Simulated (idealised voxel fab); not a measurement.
This section sets out a process module, namely voxel self aligned vias.
Displayed cross-section: cut, width of 205 nm, square cells sized 5 nm.
A cross-section is a grid of square cells, given in bands from the top down. A band is one or more rows of cells. First you get the band's top height and its bottom height, in nm, and then the materials it's made of, left to right, with each width in nm. If you see a single material with "all across", that one covers the band edge to edge. "empty" is empty space. Heights are reckoned from 0. Under this level, the received wafer is all of one material. The bottommost band is open-ended downward, for example "0..down". When a width is written as two numbers, as in "30->40", the first number is the width in the top row of cells of the band and the second is the width in its bottom row, and the width changes by the same amount from each row to the next. "stayed the same" means the step left every cell of the cross-section as it was. The entry "Enclosed void entries" lists the empty spaces that cover at least 8 cells and have no open path to the top. Each is written as width x height at distance, where the distance is measured from the left edge and all three values are in nm. Whatever follows a step's settings on its line is a remark the simulator itself makes about that step. You can add "overlay nm" to a step's line. For a step with a mask, it describes how far the mask lay to the right of its planned position, and a negative number describes a lay to the left.
**Here's what the planned process steps look like**
step 1: RECEIVE [material Si]
step 2: CONFORMAL_DEP [material SiO2] [thk nm 10]
step 3: CONFORMAL_DEP [material SiCN] [thk nm 5]
step 4: DIRECTIONAL_DEP [material lowk] [thk nm 30]
step 5: MASKED_ETCH [tone open] [mask id LINES] [width nm 20] [pitch nm 65] [etch materials lowk] [depth nm 30] [overlay nm 0]
step 6: CONFORMAL_DEP [material TiN] [thk nm 5]
step 7: FILL_DEP [material W] [thk nm 5]
step 8: CMP [height nm 45]
step 9: SELECTIVE_ETCH [etch materials W Ru TiN] [depth nm 5]
step 10: FILL_DEP [material SiN] [thk nm 5]
step 11: CMP [height nm 45]
step 12: DIRECTIONAL_DEP [material lowk] [thk nm 15]
step 13: PATTERN [tone open] [mask id VIAS] [material resist] [width nm 40] [pitch nm 65] [thk nm 20] [overlay nm 0]
step 14: DIRECTIONAL_ETCH [etch materials lowk] [depth nm 15]
step 15: DIRECTIONAL_ETCH [etch materials SiN] [depth nm 5]
step 16: STRIP [etch materials resist]
step 17: CONFORMAL_DEP [material TiN] [thk nm 5]
step 18: FILL_DEP [material Cu] [thk nm 10]
step 19: CMP [height nm 60]
step 20: CONFORMAL_DEP [material SiCN] [thk nm 5]
**Wafer as received: cross-section following step 1**
0..down | Si all across
Enclosed void entries: none
**The first of two wafers, cross-sectioned at the end of the module, with the run proceeding as planned**
65..60 | SiCN all across
60..50 | lowk: 15; TiN: 5; Cu: 30; TiN: 5; lowk: 25; TiN: 5; Cu: 30; TiN: 5; lowk: 25; TiN: 5; Cu: 30; TiN: 5; lowk: 20
50..45 | lowk: 15; TiN: 15; Cu: 10; TiN: 15; lowk: 25; TiN: 15; Cu: 10; TiN: 15; lowk: 25; TiN: 15; Cu: 10; TiN: 15; lowk: 20
45..40 | lowk: 25; TiN: 20; lowk: 45; TiN: 20; lowk: 45; TiN: 20; lowk: 30
40..20 | lowk: 25; TiN: 5; W: 10; TiN: 5; lowk: 45; TiN: 5; W: 10; TiN: 5; lowk: 45; TiN: 5; W: 10; TiN: 5; lowk: 30
20..15 | lowk: 25; TiN: 20; lowk: 45; TiN: 20; lowk: 45; TiN: 20; lowk: 30
15..10 | SiCN all across
10..0 | SiO2 all across
0..down | Si all across
Enclosed void entries: none
**This is the second of the two wafers, cross-sectioned at the end of the module; it started exactly like the first and was given the same plan, but it was run with one mistake**
65..60 | SiCN all across
60..50 | lowk: 15; TiN: 5; Cu: 30; TiN: 5; lowk: 25; TiN: 5; Cu: 30; TiN: 5; lowk: 25; TiN: 5; Cu: 30; TiN: 5; lowk: 20
50..45 | lowk: 15; TiN: 20; Cu: 5; TiN: 15; lowk: 25; TiN: 20; Cu: 5; TiN: 15; lowk: 25; TiN: 20; Cu: 5; TiN: 15; lowk: 20
45..40 | lowk: 30; TiN: 15; lowk: 50; TiN: 15; lowk: 50; TiN: 15; lowk: 30
40..20 | lowk: 30; TiN: 5; W: 5; TiN: 5; lowk: 50; TiN: 5; W: 5; TiN: 5; lowk: 50; TiN: 5; W: 5; TiN: 5; lowk: 30
20..15 | lowk: 30; TiN: 15; lowk: 50; TiN: 15; lowk: 50; TiN: 15; lowk: 30
15..10 | SiCN all across
10..0 | SiO2 all across
0..down | Si all across
Enclosed void entries: none
Heads up, the wafer didn't run the way we planned it: step 5 ran as: MASKED_ETCH [tone open] [mask id LINES] [width nm 15] [pitch nm 65] [etch materials lowk] [depth nm 30] [overlay nm 0]
Final cells, second wafer relative to first, materials higher or lower: Cu -3; TiN -3; W -12; lowk +18
